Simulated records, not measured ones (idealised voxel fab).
The name of this process module is voxel gate over fins.
It is cross-section cut that appears here, measuring 240 nm in width, its square cells being 5 nm in size.
When this document writes out a cross-section, it uses a grid of square cells and lists it as bands, beginning at the top and moving down, with a band standing for one or more rows of cells.
Basically the band line says how high the top is and how high the bottom is, in nm, and then what's in it from left to right, every material with its width in nm. Empty space shows up as "empty", and if a single material carries "throughout" it runs the full band edge to edge.
A quick word on heights: they are counted from 0, and under that level the wafer as it came to us is one material throughout. The lowest band is different from the rest in having no bottom; it simply continues downward, written as in "0 nm and below".
Width spec "30->40" -> top row of cells at first value, bottom row at second value, equal per-row change in between.
Key: "stayed the same" - step with no changed cell in the cross-section.
Listed in "Enclosed void listing": every empty space of 8 or more cells without an open way to the top. Form: width x height at distance, the distance being from the left edge, all in nm.
Read whatever lies past the settings on a step's line as the simulator's own remark about the step.
Each step line may optionally specify "overlay nm", which for a step with a mask gives the rightward distance between the mask's planned place and where it lay, a negative value indicating the leftward direction.

# Here's what the planned process steps look like
1. RECEIVE, material Si
2. CONFORMAL_DEP, material SiN, thk nm 10
3. PATTERN, tone cover, mask id FINS, material resist, width nm 15, pitch nm 35, thk nm 15, overlay nm 0
4. DIRECTIONAL_ETCH, etch materials SiN, depth nm 10
5. DIRECTIONAL_ETCH, etch materials Si, depth nm 40
6. STRIP, etch materials resist
7. FILL_DEP, material SiO2, thk nm 10
8. CMP, height nm 10
9. SELECTIVE_ETCH, etch materials SiO2, depth nm 20
10. STRIP, etch materials SiN
11. CONFORMAL_DEP, material HfO2, thk nm 5
12. CONFORMAL_DEP, material TiN, thk nm 5
13. CONFORMAL_DEP, material TiAl, thk nm 5
14. CONFORMAL_DEP, material TiN, thk nm 5
15. FILL_DEP, material W, thk nm 10
16. CMP, height nm 25
17. CONFORMAL_DEP, material SiCN, thk nm 10

# What follows covers the first of two wafers; it ran as planned

# Cross-section: wafer on arrival = after step 1
  0 nm and below: Si throughout
  Enclosed void listing: none

# Once step 2 is through, the wafer looks like this in cross-section
  10 nm to 0 nm: SiN throughout
  Note: structure below 0 unchanged.

# Once step 3 is through, the wafer looks like this in cross-section
  25 nm to 10 nm: empty: 75 / resist: 15 / empty: 20 / resist: 15 / empty: 20 / resist: 15 / empty: 80
  Note: structure below 10 unchanged.

# Once step 4 is through, the wafer looks like this in cross-section
  25 nm to 10 nm: empty: 75 / resist: 15 / empty: 20 / resist: 15 / empty: 20 / resist: 15 / empty: 80
  10 nm to 0 nm: empty: 75 / SiN: 15 / empty: 20 / SiN: 15 / empty: 20 / SiN: 15 / empty: 80
  Note: structure below 0 unchanged.

# Once step 5 is through, the wafer looks like this in cross-section
  25 nm to 10 nm: empty: 75 / resist: 15 / empty: 20 / resist: 15 / empty: 20 / resist: 15 / empty: 80
  10 nm to 0 nm: empty: 75 / SiN: 15 / empty: 20 / SiN: 15 / empty: 20 / SiN: 15 / empty: 80
  0 nm to -40 nm: empty: 75 / Si: 15 / empty: 20 / Si: 15 / empty: 20 / Si: 15 / empty: 80
  Note: structure below -40 unchanged.

# Once step 6 is through, the wafer looks like this in cross-section
  10 nm to 0 nm: empty: 75 / SiN: 15 / empty: 20 / SiN: 15 / empty: 20 / SiN: 15 / empty: 80
  Note: structure below 0 unchanged.

# Once step 7 is through, the wafer looks like this in cross-section
  20 nm to 10 nm: SiO2 throughout
  10 nm to 0 nm: SiO2: 75 / SiN: 15 / SiO2: 20 / SiN: 15 / SiO2: 20 / SiN: 15 / SiO2: 80
  0 nm to -40 nm: SiO2: 75 / Si: 15 / SiO2: 20 / Si: 15 / SiO2: 20 / Si: 15 / SiO2: 80
  Note: structure below -40 unchanged.

# Once step 8 is through, the wafer looks like this in cross-section
  10 nm to 0 nm: SiO2: 75 / SiN: 15 / SiO2: 20 / SiN: 15 / SiO2: 20 / SiN: 15 / SiO2: 80
  Note: structure below 0 unchanged.

# Once step 9 is through, the wafer looks like this in cross-section
  10 nm to 0 nm: empty: 75 / SiN: 15 / empty: 20 / SiN: 15 / empty: 20 / SiN: 15 / empty: 80
  0 nm to -10 nm: empty: 75 / Si: 15 / empty: 20 / Si: 15 / empty: 20 / Si: 15 / empty: 80
  Note: structure below -10 unchanged.

# Once step 10 is through, the wafer looks like this in cross-section
  0 nm to -10 nm: empty: 75 / Si: 15 / empty: 20 / Si: 15 / empty: 20 / Si: 15 / empty: 80
  Note: structure below -10 unchanged.

# Once step 11 is through, the wafer looks like this in cross-section
  5 nm to 0 nm: empty: 70 / HfO2: 25 / empty: 10 / HfO2: 25 / empty: 10 / HfO2: 25 / empty: 75
  0 nm to -5 nm: empty: 70 / HfO2: 5 / Si: 15 / HfO2: 5 / empty: 10 / HfO2: 5 / Si: 15 / HfO2: 5 / empty: 10 / HfO2: 5 / Si: 15 / HfO2: 5 / empty: 75
  -5 nm to -10 nm: HfO2: 75 / Si: 15 / HfO2: 20 / Si: 15 / HfO2: 20 / Si: 15 / HfO2: 80
  Note: structure below -10 unchanged.

# Once step 12 is through, the wafer looks like this in cross-section
  10 nm to 5 nm: empty: 65 / TiN: 105 / empty: 70
  5 nm to 0 nm: empty: 65 / TiN: 5 / HfO2: 25 / TiN: 10 / HfO2: 25 / TiN: 10 / HfO2: 25 / TiN: 5 / empty: 70
  0 nm to -5 nm: TiN: 70 / HfO2: 5 / Si: 15 / HfO2: 5 / TiN: 10 / HfO2: 5 / Si: 15 / HfO2: 5 / TiN: 10 / HfO2: 5 / Si: 15 / HfO2: 5 / TiN: 75
  Note: structure below -5 unchanged.

# Once step 13 is through, the wafer looks like this in cross-section
  15 nm to 10 nm: empty: 60 / TiAl: 115 / empty: 65
  10 nm to 5 nm: empty: 60 / TiAl: 5 / TiN: 105 / TiAl: 5 / empty: 65
  5 nm to 0 nm: TiAl: 65 / TiN: 5 / HfO2: 25 / TiN: 10 / HfO2: 25 / TiN: 10 / HfO2: 25 / TiN: 5 / TiAl: 70
  Note: structure below 0 unchanged.

# Once step 14 is through, the wafer looks like this in cross-section
  20 nm to 15 nm: empty: 55 / TiN: 125 / empty: 60
  15 nm to 10 nm: empty: 55 / TiN: 5 / TiAl: 115 / TiN: 5 / empty: 60
  10 nm to 5 nm: TiN: 60 / TiAl: 5 / TiN: 105 / TiAl: 5 / TiN: 65
  Note: structure below 5 unchanged.

# Once step 15 is through, the wafer looks like this in cross-section
  30 nm to 20 nm: W throughout
  20 nm to 15 nm: W: 55 / TiN: 125 / W: 60
  15 nm to 10 nm: W: 55 / TiN: 5 / TiAl: 115 / TiN: 5 / W: 60
  Note: structure below 10 unchanged.

# Once step 16 is through, the wafer looks like this in cross-section
  25 nm to 20 nm: W throughout
  Note: structure below 20 unchanged.

# Once step 17 is through, the wafer looks like this in cross-section
  35 nm to 25 nm: SiCN throughout
  Note: structure below 25 unchanged.

# Wafer two of the pair: same origin, same plan, one error during the run; identical to wafer one up to and including step 8

# Cross-sectional representation of the second wafer at the time designated in the plan for the completion of step 9
  10 nm to 0 nm: empty: 75 / SiN: 15 / empty: 20 / SiN: 15 / empty: 20 / SiN: 15 / empty: 80
  0 nm to -30 nm: empty: 75 / Si: 15 / empty: 20 / Si: 15 / empty: 20 / Si: 15 / empty: 80
  Note: structure below -30 unchanged.

# Cross-sectional representation of the second wafer at the time designated in the plan for the completion of step 10
  0 nm to -30 nm: empty: 75 / Si: 15 / empty: 20 / Si: 15 / empty: 20 / Si: 15 / empty: 80
  Note: structure below -30 unchanged.

# Cross-sectional representation of the second wafer at the time designated in the plan for the completion of step 11
  5 nm to 0 nm: empty: 70 / HfO2: 25 / empty: 10 / HfO2: 25 / empty: 10 / HfO2: 25 / empty: 75
  0 nm to -25 nm: empty: 70 / HfO2: 5 / Si: 15 / HfO2: 5 / empty: 10 / HfO2: 5 / Si: 15 / HfO2: 5 / empty: 10 / HfO2: 5 / Si: 15 / HfO2: 5 / empty: 75
  -25 nm to -30 nm: HfO2: 75 / Si: 15 / HfO2: 20 / Si: 15 / HfO2: 20 / Si: 15 / HfO2: 80
  Note: structure below -30 unchanged.

# Cross-sectional representation of the second wafer at the time designated in the plan for the completion of step 12
  10 nm to 5 nm: empty: 65 / TiN: 105 / empty: 70
  5 nm to 0 nm: empty: 65 / TiN: 5 / HfO2: 25 / TiN: 10 / HfO2: 25 / TiN: 10 / HfO2: 25 / TiN: 5 / empty: 70
  0 nm to -20 nm: empty: 65 / TiN: 5 / HfO2: 5 / Si: 15 / HfO2: 5 / TiN: 10 / HfO2: 5 / Si: 15 / HfO2: 5 / TiN: 10 / HfO2: 5 / Si: 15 / HfO2: 5 / TiN: 5 / empty: 70
  -20 nm to -25 nm: TiN: 70 / HfO2: 5 / Si: 15 / HfO2: 5 / TiN: 10 / HfO2: 5 / Si: 15 / HfO2: 5 / TiN: 10 / HfO2: 5 / Si: 15 / HfO2: 5 / TiN: 75
  Note: structure below -25 unchanged.

# Cross-sectional representation of the second wafer at the time designated in the plan for the completion of step 13
  15 nm to 10 nm: empty: 60 / TiAl: 115 / empty: 65
  10 nm to 5 nm: empty: 60 / TiAl: 5 / TiN: 105 / TiAl: 5 / empty: 65
  5 nm to 0 nm: empty: 60 / TiAl: 5 / TiN: 5 / HfO2: 25 / TiN: 10 / HfO2: 25 / TiN: 10 / HfO2: 25 / TiN: 5 / TiAl: 5 / empty: 65
  0 nm to -15 nm: empty: 60 / TiAl: 5 / TiN: 5 / HfO2: 5 / Si: 15 / HfO2: 5 / TiN: 10 / HfO2: 5 / Si: 15 / HfO2: 5 / TiN: 10 / HfO2: 5 / Si: 15 / HfO2: 5 / TiN: 5 / TiAl: 5 / empty: 65
  -15 nm to -20 nm: TiAl: 65 / TiN: 5 / HfO2: 5 / Si: 15 / HfO2: 5 / TiN: 10 / HfO2: 5 / Si: 15 / HfO2: 5 / TiN: 10 / HfO2: 5 / Si: 15 / HfO2: 5 / TiN: 5 / TiAl: 70
  Note: structure below -20 unchanged.

# Cross-sectional representation of the second wafer at the time designated in the plan for the completion of step 14
  20 nm to 15 nm: empty: 55 / TiN: 125 / empty: 60
  15 nm to 10 nm: empty: 55 / TiN: 5 / TiAl: 115 / TiN: 5 / empty: 60
  10 nm to 5 nm: empty: 55 / TiN: 5 / TiAl: 5 / TiN: 105 / TiAl: 5 / TiN: 5 / empty: 60
  5 nm to 0 nm: empty: 55 / TiN: 5 / TiAl: 5 / TiN: 5 / HfO2: 25 / TiN: 10 / HfO2: 25 / TiN: 10 / HfO2: 25 / TiN: 5 / TiAl: 5 / TiN: 5 / empty: 60
  0 nm to -10 nm: empty: 55 / TiN: 5 / TiAl: 5 / TiN: 5 / HfO2: 5 / Si: 15 / HfO2: 5 / TiN: 10 / HfO2: 5 / Si: 15 / HfO2: 5 / TiN: 10 / HfO2: 5 / Si: 15 / HfO2: 5 / TiN: 5 / TiAl: 5 / TiN: 5 / empty: 60
  -10 nm to -15 nm: TiN: 60 / TiAl: 5 / TiN: 5 / HfO2: 5 / Si: 15 / HfO2: 5 / TiN: 10 / HfO2: 5 / Si: 15 / HfO2: 5 / TiN: 10 / HfO2: 5 / Si: 15 / HfO2: 5 / TiN: 5 / TiAl: 5 / TiN: 65
  Note: structure below -15 unchanged.

# Cross-sectional representation of the second wafer at the time designated in the plan for the completion of step 15
  30 nm to 20 nm: W throughout
  20 nm to 15 nm: W: 55 / TiN: 125 / W: 60
  15 nm to 10 nm: W: 55 / TiN: 5 / TiAl: 115 / TiN: 5 / W: 60
  10 nm to 5 nm: W: 55 / TiN: 5 / TiAl: 5 / TiN: 105 / TiAl: 5 / TiN: 5 / W: 60
  5 nm to 0 nm: W: 55 / TiN: 5 / TiAl: 5 / TiN: 5 / HfO2: 25 / TiN: 10 / HfO2: 25 / TiN: 10 / HfO2: 25 / TiN: 5 / TiAl: 5 / TiN: 5 / W: 60
  0 nm to -10 nm: W: 55 / TiN: 5 / TiAl: 5 / TiN: 5 / HfO2: 5 / Si: 15 / HfO2: 5 / TiN: 10 / HfO2: 5 / Si: 15 / HfO2: 5 / TiN: 10 / HfO2: 5 / Si: 15 / HfO2: 5 / TiN: 5 / TiAl: 5 / TiN: 5 / W: 60
  Note: structure below -10 unchanged.

# Cross-sectional representation of the second wafer at the time designated in the plan for the completion of step 16
  25 nm to 20 nm: W throughout
  Note: structure below 20 unchanged.

# Cross-sectional representation of the second wafer at the time designated in the plan for the completion of step 17
  35 nm to 25 nm: SiCN throughout
  Note: structure below 25 unchanged.
Which mistake was made when the wafer was run? in the plan, step 9 was performed twice
Wrapping up, a cell-based count of both wafers puts the second over or under the first for these materials: HfO2 +24 | SiO2 -156 | TiAl +8 | TiN +32 | W +92
